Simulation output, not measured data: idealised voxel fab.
This is a process module. Its name is voxel capacitor over wiring.
The cross-section shown here is cut; it is 255 nm wide and divided into square cells measuring 5 nm on a side.
Cross-section format: a grid of square cells, given as bands from top to bottom; each band is one or more rows of cells.
Band: top and bottom heights (nm) first, top before bottom; then materials from left to right, widths in nm. "everywhere" marks a sole material filling the band edge to edge. "air" denotes empty space.
Heights from 0 (as-received wafer is one material below). Bottom band endless downward, as "0 -> down".
A width given as "30->40" starts at the first number in the band's top row and ends at the second number in its bottom row, shifting by an equal amount at every step from row to row.
Any step labelled "same as before" changed none of the cells in the cross-section.
Any empty space of 8 cells or more lacking an open way to the top shows up in "Fully enclosed voids" as width x height at distance, distance from the left edge, in nm.
The remark found on a step's line after its settings is issued by the simulator itself and pertains to that step.
On any step carrying a mask, the "overlay nm" setting, if present on the step's line, tells how far right of its planned place the mask lay; negative values point to the left.

# Planned process steps
| 1 | RECEIVE [material Si] |
| 2 | CONFORMAL_DEP [material SiO2] [thk nm 15] |
| 3 | DIRECTIONAL_DEP [material TiN] [thk nm 5] |
| 4 | DIRECTIONAL_DEP [material Ru] [thk nm 25] |
| 5 | MASKED_ETCH [tone cover] [mask id METAL_1] [width nm 15] [pitch nm 85] [etch materials Ru] [depth nm 25] [overlay nm 0] |
| 6 | MASKED_ETCH [tone cover] [mask id METAL_1] [width nm 20] [pitch nm 85] [etch materials TiN] [depth nm 5] [overlay nm 0] |
| 7 | FILL_DEP [material SiO2] [thk nm 10] |
| 8 | CMP [height nm 45] |
| 9 | CONFORMAL_DEP [material SiCN] [thk nm 5] |
| 10 | DIRECTIONAL_DEP [material SiO2] [thk nm 20] |
| 11 | DIRECTIONAL_DEP [material aC] [thk nm 10] |
| 12 | PATTERN [tone open] [mask id PLUG_1] [material resist] [width nm 15] [thk nm 30] [overlay nm 0] |
| 13 | DIRECTIONAL_ETCH [etch materials aC] [depth nm 10] |
| 14 | STRIP [etch materials resist] |
| 15 | DIRECTIONAL_ETCH [etch materials SiO2] [depth nm 20] |
| 16 | DIRECTIONAL_ETCH [etch materials SiCN] [depth nm 5] |
| 17 | STRIP [etch materials aC] |
| 18 | EPI [material Ru] [thk nm 10] |
| 19 | EPI [material Ru] [thk nm 10] |
| 20 | EPI [material Ru] [thk nm 5] |
| 21 | DIRECTIONAL_DEP [material TiN] [thk nm 5] |
| 22 | DIRECTIONAL_DEP [material HfO2] [thk nm 5] |
| 23 | DIRECTIONAL_DEP [material TiN] [thk nm 5] |
| 24 | MASKED_ETCH [tone cover] [mask id UPPER_PLATE] [width nm 70] [etch materials TiN] [depth nm 5] [overlay nm 0] |
| 25 | MASKED_ETCH [tone cover] [mask id UPPER_PLATE] [width nm 70] [etch materials HfO2] [depth nm 5] [overlay nm 0] |
| 26 | MASKED_ETCH [tone cover] [mask id LOWER_PLATE] [width nm 80] [etch materials TiN] [depth nm 5] [overlay nm 0] |
| 27 | FILL_DEP [material SiO2] [thk nm 15] |
| 28 | CMP [height nm 95] |
| 29 | PATTERN [tone open] [mask id PLUG_2] [material resist] [width nm 15] [thk nm 15] [overlay nm 0] |
| 30 | DIRECTIONAL_ETCH [etch materials SiO2] [depth nm 10] |
| 31 | STRIP [etch materials resist] |
| 32 | CONFORMAL_DEP [material TiN] [thk nm 5] |
| 33 | FILL_DEP [material Ru] [thk nm 10] |
| 34 | CMP [height nm 95] |
| 35 | CONFORMAL_DEP [material SiCN] [thk nm 5] |
What sets these wafers apart? The width nm at step 5. They all start alike, and the plan carries the first wafer's value.

# After step 1, as received: first of several wafers, cross-section
0 -> down  Si everywhere
Fully enclosed voids: none

# First of several wafers, sectioned at end of module (last step: step 35)
100 -> 95  SiCN everywhere
95 -> 90  SiO2 90 nm; TiN 5 nm; Ru 5 nm; TiN 5 nm; SiO2 150 nm
90 -> 80  SiO2 90->80 nm; TiN 15->70 nm; SiO2 150->105 nm
80 -> 75  SiO2 80 nm; HfO2 70 nm; SiO2 105 nm
75 -> 70  SiO2 75 nm; TiN 80 nm; SiO2 100 nm
70 -> 50  SiO2 80 nm; Ru 15 nm; SiO2 160 nm
50 -> 45  SiCN 80 nm; Ru 15 nm; SiCN 160 nm
45 -> 20  SiO2 80 nm; Ru 15 nm; SiO2 70 nm; Ru 15 nm; SiO2 75 nm
20 -> 15  SiO2 75 nm; TiN 20 nm; SiO2 65 nm; TiN 20 nm; SiO2 75 nm
15 -> 0  SiO2 everywhere
0 -> down  Si everywhere
Fully enclosed voids: none

# Cross-sectional view of the final wafer of several at the module's end
100 -> 95  SiCN everywhere
95 -> 90  SiO2 90 nm; TiN 5 nm; Ru 5 nm; TiN 5 nm; SiO2 150 nm
90 -> 80  SiO2 90->80 nm; TiN 15->70 nm; SiO2 150->105 nm
80 -> 75  SiO2 80 nm; HfO2 70 nm; SiO2 105 nm
75 -> 70  SiO2 75 nm; TiN 80 nm; SiO2 100 nm
70 -> 50  SiO2 80 nm; Ru 15 nm; SiO2 160 nm
50 -> 45  SiCN 80 nm; Ru 15 nm; SiCN 160 nm
45 -> 20  SiO2 70 nm; Ru 35 nm; SiO2 50 nm; Ru 35 nm; SiO2 65 nm
20 -> 15  SiO2 70 nm; TiN 35 nm; SiO2 50 nm; TiN 35 nm; SiO2 65 nm
15 -> 0  SiO2 everywhere
0 -> down  Si everywhere
Fully enclosed voids: none

# Basically each wafer gets a line in the table, showing it at the end of the module: material by material, the cells it gained (+) or lost (-) since we got it, then its closed voids
width nm 15, +14 HfO2, +46 Ru, +99 SiCN, +818 SiO2, +43 TiN, Fully enclosed voids: none
width nm 20, +14 HfO2, +56 Ru, +99 SiCN, +808 SiO2, +43 TiN, Fully enclosed voids: none
width nm 25, +14 HfO2, +66 Ru, +99 SiCN, +796 SiO2, +45 TiN, Fully enclosed voids: none
width nm 30, +14 HfO2, +76 Ru, +99 SiCN, +784 SiO2, +47 TiN, Fully enclosed voids: none
width nm 35, +14 HfO2, +86 Ru, +99 SiCN, +772 SiO2, +49 TiN, Fully enclosed voids: none
